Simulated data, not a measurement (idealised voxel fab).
You're looking at the process module voxel self aligned vias.
Shown is cross-section cut, with a width of 220 nm and square cells of size 5 nm.
For the purposes of this document, a cross-section shall be understood as a grid of square cells, specified as bands listed in top-to-bottom order, each band consisting of one or more rows of cells.
Basically the band line says how high the top is and how high the bottom is, in nm, and then what's in it from left to right, every material with its width in nm. Empty space shows up as "empty", and if a single material carries "throughout" it runs the full band edge to edge.
Height is counted from the level 0, under which the received wafer is composed throughout of one material. The lowest of the bands is not closed at the bottom but continues downward, in the notation "0 down".
Per-row width for "30..40": begins at first number (top row of band), ends at second number (bottom row), increment between rows held constant.
The designation "stayed the same", where it is given for a processing step, indicates that no cell of the cross-section was altered in the course of that step.
Listed in "Enclosed void entries": every empty space of 8 or more cells without an open way to the top. Form: width x height at distance, the distance being from the left edge, all in nm.
Anything after a step's settings on that line? It's the simulator's own note about the step.
"overlay nm" denotes, for a step that has a mask, the displacement of the mask to the right of its planned place, with negative values corresponding to the left.

-- So here's the lineup of process steps we planned
step 1: RECEIVE [material Si]
step 2: CONFORMAL_DEP [material SiO2] [thk nm 15]
step 3: CONFORMAL_DEP [material SiCN] [thk nm 5]
step 4: DIRECTIONAL_DEP [material lowk] [thk nm 30]
step 5: MASKED_ETCH [tone open] [mask id LINES] [width nm 25] [pitch nm 50] [etch materials lowk] [depth nm 30] [overlay nm 0]
step 6: CONFORMAL_DEP [material TiN] [thk nm 5]
step 7: FILL_DEP [material W] [thk nm 5]
step 8: CMP [height nm 50]
step 9: SELECTIVE_ETCH [etch materials W Ru TiN] [depth nm 5]
step 10: FILL_DEP [material SiN] [thk nm 10]
step 11: CMP [height nm 50]
step 12: DIRECTIONAL_DEP [material lowk] [thk nm 20]
step 13: PATTERN [tone open] [mask id VIAS] [material resist] [width nm 35] [pitch nm 50] [thk nm 15] [overlay nm 0]
step 14: DIRECTIONAL_ETCH [etch materials lowk] [depth nm 20]
step 15: DIRECTIONAL_ETCH [etch materials SiN] [depth nm 5]
step 16: STRIP [etch materials resist]
step 17: CONFORMAL_DEP [material TiN] [thk nm 5]
step 18: FILL_DEP [material Cu] [thk nm 5]
step 19: CMP [height nm 70]
step 20: CONFORMAL_DEP [material SiN] [thk nm 5]

-- Below: the first of two wafers, run as planned

-- Cross-section, incoming material, after step 1
	0 down  Si throughout
	Enclosed void entries: none

-- Upon completion of step 2, the wafer appears in cross-section as shown
	15 to 0  SiO2 throughout
	Below a height of 0, the structure has not been altered.

-- Upon completion of step 3, the wafer appears in cross-section as shown
	20 to 15  SiCN throughout
	Below a height of 15, the structure has not been altered.

-- Upon completion of step 4, the wafer appears in cross-section as shown
	50 to 20  lowk throughout
	Below a height of 20, the structure has not been altered.

-- Upon completion of step 5, the wafer appears in cross-section as shown
	50 to 20  45 of lowk  25 of empty  25 of lowk  25 of empty  25 of lowk  25 of empty  50 of lowk
	Below a height of 20, the structure has not been altered.

-- Upon completion of step 6, the wafer appears in cross-section as shown
	55 to 50  50 of TiN  15 of empty  35 of TiN  15 of empty  35 of TiN  15 of empty  55 of TiN
	50 to 25  45 of lowk  5 of TiN  15 of empty  5 of TiN  25 of lowk  5 of TiN  15 of empty  5 of TiN  25 of lowk  5 of TiN  15 of empty  5 of TiN  50 of lowk
	25 to 20  45 of lowk  25 of TiN  25 of lowk  25 of TiN  25 of lowk  25 of TiN  50 of lowk
	Below a height of 20, the structure has not been altered.

-- Upon completion of step 7, the wafer appears in cross-section as shown
	60 to 55  W throughout
	55 to 50  50 of TiN  15 of W  35 of TiN  15 of W  35 of TiN  15 of W  55 of TiN
	50 to 25  45 of lowk  5 of TiN  15 of W  5 of TiN  25 of lowk  5 of TiN  15 of W  5 of TiN  25 of lowk  5 of TiN  15 of W  5 of TiN  50 of lowk
	Below a height of 25, the structure has not been altered.

-- Upon completion of step 8, the wafer appears in cross-section as shown
	50 to 25  45 of lowk  5 of TiN  15 of W  5 of TiN  25 of lowk  5 of TiN  15 of W  5 of TiN  25 of lowk  5 of TiN  15 of W  5 of TiN  50 of lowk
	Below a height of 25, the structure has not been altered.

-- Upon completion of step 9, the wafer appears in cross-section as shown
	50 to 45  45 of lowk  25 of empty  25 of lowk  25 of empty  25 of lowk  25 of empty  50 of lowk
	Below a height of 45, the structure has not been altered.

-- Upon completion of step 10, the wafer appears in cross-section as shown
	60 to 50  SiN throughout
	50 to 45  45 of lowk  25 of SiN  25 of lowk  25 of SiN  25 of lowk  25 of SiN  50 of lowk
	Below a height of 45, the structure has not been altered.

-- Upon completion of step 11, the wafer appears in cross-section as shown
	50 to 45  45 of lowk  25 of SiN  25 of lowk  25 of SiN  25 of lowk  25 of SiN  50 of lowk
	Below a height of 45, the structure has not been altered.

-- Upon completion of step 12, the wafer appears in cross-section as shown
	70 to 50  lowk throughout
	Below a height of 50, the structure has not been altered.

-- Upon completion of step 13, the wafer appears in cross-section as shown
	85 to 70  40 of resist  35 of empty  15 of resist  35 of empty  15 of resist  35 of empty  45 of resist
	Below a height of 70, the structure has not been altered.

-- Upon completion of step 14, the wafer appears in cross-section as shown
	85 to 70  40 of resist  35 of empty  15 of resist  35 of empty  15 of resist  35 of empty  45 of resist
	70 to 50  40 of lowk  35 of empty  15 of lowk  35 of empty  15 of lowk  35 of empty  45 of lowk
	Below a height of 50, the structure has not been altered.

-- Upon completion of step 15, the wafer appears in cross-section as shown
	85 to 70  40 of resist  35 of empty  15 of resist  35 of empty  15 of resist  35 of empty  45 of resist
	70 to 50  40 of lowk  35 of empty  15 of lowk  35 of empty  15 of lowk  35 of empty  45 of lowk
	50 to 45  45 of lowk  25 of empty  25 of lowk  25 of empty  25 of lowk  25 of empty  50 of lowk
	Below a height of 45, the structure has not been altered.

-- Upon completion of step 16, the wafer appears in cross-section as shown
	70 to 50  40 of lowk  35 of empty  15 of lowk  35 of empty  15 of lowk  35 of empty  45 of lowk
	Below a height of 50, the structure has not been altered.

-- Upon completion of step 17, the wafer appears in cross-section as shown
	75 to 70  45 of TiN  25 of empty  25 of TiN  25 of empty  25 of TiN  25 of empty  50 of TiN
	70 to 55  40 of lowk  5 of TiN  25 of empty  5 of TiN  15 of lowk  5 of TiN  25 of empty  5 of TiN  15 of lowk  5 of TiN  25 of empty  5 of TiN  45 of lowk
	55 to 50  40 of lowk  10 of TiN  15 of empty  10 of TiN  15 of lowk  10 of TiN  15 of empty  10 of TiN  15 of lowk  10 of TiN  15 of empty  10 of TiN  45 of lowk
	50 to 45  45 of lowk  25 of TiN  25 of lowk  25 of TiN  25 of lowk  25 of TiN  50 of lowk
	Below a height of 45, the structure has not been altered.

-- Upon completion of step 18, the wafer appears in cross-section as shown
	80 to 75  Cu throughout
	75 to 70  45 of TiN  25 of Cu  25 of TiN  25 of Cu  25 of TiN  25 of Cu  50 of TiN
	70 to 55  40 of lowk  5 of TiN  25 of Cu  5 of TiN  15 of lowk  5 of TiN  25 of Cu  5 of TiN  15 of lowk  5 of TiN  25 of Cu  5 of TiN  45 of lowk
	55 to 50  40 of lowk  10 of TiN  15 of Cu  10 of TiN  15 of lowk  10 of TiN  15 of Cu  10 of TiN  15 of lowk  10 of TiN  15 of Cu  10 of TiN  45 of lowk
	Below a height of 50, the structure has not been altered.

-- Upon completion of step 19, the wafer appears in cross-section as shown
	70 to 55  40 of lowk  5 of TiN  25 of Cu  5 of TiN  15 of lowk  5 of TiN  25 of Cu  5 of TiN  15 of lowk  5 of TiN  25 of Cu  5 of TiN  45 of lowk
	Below a height of 55, the structure has not been altered.

-- Upon completion of step 20, the wafer appears in cross-section as shown
	75 to 70  SiN throughout
	Below a height of 70, the structure has not been altered.

-- Second wafer - shared start and plan with the first - one error in running - same as the first up to step 1 inclusive

-- Second wafer, cut view, end of step 2 per plan
	15 to 0  Cu throughout
	Below a height of 0, the structure has not been altered.

-- Second wafer, cut view, end of step 3 per plan
	20 to 15  SiCN throughout
	Below a height of 15, the structure has not been altered.

-- Second wafer, cut view, end of step 4 per plan
	50 to 20  lowk throughout
	Below a height of 20, the structure has not been altered.

-- Second wafer, cut view, end of step 5 per plan
	50 to 20  45 of lowk  25 of empty  25 of lowk  25 of empty  25 of lowk  25 of empty  50 of lowk
	Below a height of 20, the structure has not been altered.

-- Second wafer, cut view, end of step 6 per plan
	55 to 50  50 of TiN  15 of empty  35 of TiN  15 of empty  35 of TiN  15 of empty  55 of TiN
	50 to 25  45 of lowk  5 of TiN  15 of empty  5 of TiN  25 of lowk  5 of TiN  15 of empty  5 of TiN  25 of lowk  5 of TiN  15 of empty  5 of TiN  50 of lowk
	25 to 20  45 of lowk  25 of TiN  25 of lowk  25 of TiN  25 of lowk  25 of TiN  50 of lowk
	Below a height of 20, the structure has not been altered.

-- Second wafer, cut view, end of step 7 per plan
	60 to 55  W throughout
	55 to 50  50 of TiN  15 of W  35 of TiN  15 of W  35 of TiN  15 of W  55 of TiN
	50 to 25  45 of lowk  5 of TiN  15 of W  5 of TiN  25 of lowk  5 of TiN  15 of W  5 of TiN  25 of lowk  5 of TiN  15 of W  5 of TiN  50 of lowk
	Below a height of 25, the structure has not been altered.

-- Second wafer, cut view, end of step 8 per plan
	50 to 25  45 of lowk  5 of TiN  15 of W  5 of TiN  25 of lowk  5 of TiN  15 of W  5 of TiN  25 of lowk  5 of TiN  15 of W  5 of TiN  50 of lowk
	Below a height of 25, the structure has not been altered.

-- Second wafer, cut view, end of step 9 per plan
	50 to 45  45 of lowk  25 of empty  25 of lowk  25 of empty  25 of lowk  25 of empty  50 of lowk
	Below a height of 45, the structure has not been altered.

-- Second wafer, cut view, end of step 10 per plan
	60 to 50  SiN throughout
	50 to 45  45 of lowk  25 of SiN  25 of lowk  25 of SiN  25 of lowk  25 of SiN  50 of lowk
	Below a height of 45, the structure has not been altered.

-- Second wafer, cut view, end of step 11 per plan
	50 to 45  45 of lowk  25 of SiN  25 of lowk  25 of SiN  25 of lowk  25 of SiN  50 of lowk
	Below a height of 45, the structure has not been altered.

-- Second wafer, cut view, end of step 12 per plan
	70 to 50  lowk throughout
	Below a height of 50, the structure has not been altered.

-- Second wafer, cut view, end of step 13 per plan
	85 to 70  40 of resist  35 of empty  15 of resist  35 of empty  15 of resist  35 of empty  45 of resist
	Below a height of 70, the structure has not been altered.

-- Second wafer, cut view, end of step 14 per plan
	85 to 70  40 of resist  35 of empty  15 of resist  35 of empty  15 of resist  35 of empty  45 of resist
	70 to 50  40 of lowk  35 of empty  15 of lowk  35 of empty  15 of lowk  35 of empty  45 of lowk
	Below a height of 50, the structure has not been altered.

-- Second wafer, cut view, end of step 15 per plan
	85 to 70  40 of resist  35 of empty  15 of resist  35 of empty  15 of resist  35 of empty  45 of resist
	70 to 50  40 of lowk  35 of empty  15 of lowk  35 of empty  15 of lowk  35 of empty  45 of lowk
	50 to 45  45 of lowk  25 of empty  25 of lowk  25 of empty  25 of lowk  25 of empty  50 of lowk
	Below a height of 45, the structure has not been altered.

-- Second wafer, cut view, end of step 16 per plan
	70 to 50  40 of lowk  35 of empty  15 of lowk  35 of empty  15 of lowk  35 of empty  45 of lowk
	Below a height of 50, the structure has not been altered.

-- Second wafer, cut view, end of step 17 per plan
	75 to 70  45 of TiN  25 of empty  25 of TiN  25 of empty  25 of TiN  25 of empty  50 of TiN
	70 to 55  40 of lowk  5 of TiN  25 of empty  5 of TiN  15 of lowk  5 of TiN  25 of empty  5 of TiN  15 of lowk  5 of TiN  25 of empty  5 of TiN  45 of lowk
	55 to 50  40 of lowk  10 of TiN  15 of empty  10 of TiN  15 of lowk  10 of TiN  15 of empty  10 of TiN  15 of lowk  10 of TiN  15 of empty  10 of TiN  45 of lowk
	50 to 45  45 of lowk  25 of TiN  25 of lowk  25 of TiN  25 of lowk  25 of TiN  50 of lowk
	Below a height of 45, the structure has not been altered.

-- Second wafer, cut view, end of step 18 per plan
	80 to 75  Cu throughout
	75 to 70  45 of TiN  25 of Cu  25 of TiN  25 of Cu  25 of TiN  25 of Cu  50 of TiN
	70 to 55  40 of lowk  5 of TiN  25 of Cu  5 of TiN  15 of lowk  5 of TiN  25 of Cu  5 of TiN  15 of lowk  5 of TiN  25 of Cu  5 of TiN  45 of lowk
	55 to 50  40 of lowk  10 of TiN  15 of Cu  10 of TiN  15 of lowk  10 of TiN  15 of Cu  10 of TiN  15 of lowk  10 of TiN  15 of Cu  10 of TiN  45 of lowk
	Below a height of 50, the structure has not been altered.

-- Second wafer, cut view, end of step 19 per plan
	70 to 55  40 of lowk  5 of TiN  25 of Cu  5 of TiN  15 of lowk  5 of TiN  25 of Cu  5 of TiN  15 of lowk  5 of TiN  25 of Cu  5 of TiN  45 of lowk
	Below a height of 55, the structure has not been altered.

-- Second wafer, cut view, end of step 20 per plan
	75 to 70  SiN throughout
	Below a height of 70, the structure has not been altered.
In executing the process, a mistake was made relative to the plan: step 2 did not happen as planned, as run it was CONFORMAL_DEP [material Cu] [thk nm 15]
Once processing is complete, comparing cell counts shows that the second wafer has more or fewer of certain materials than the first: 132 more of Cu | 132 fewer of SiO2
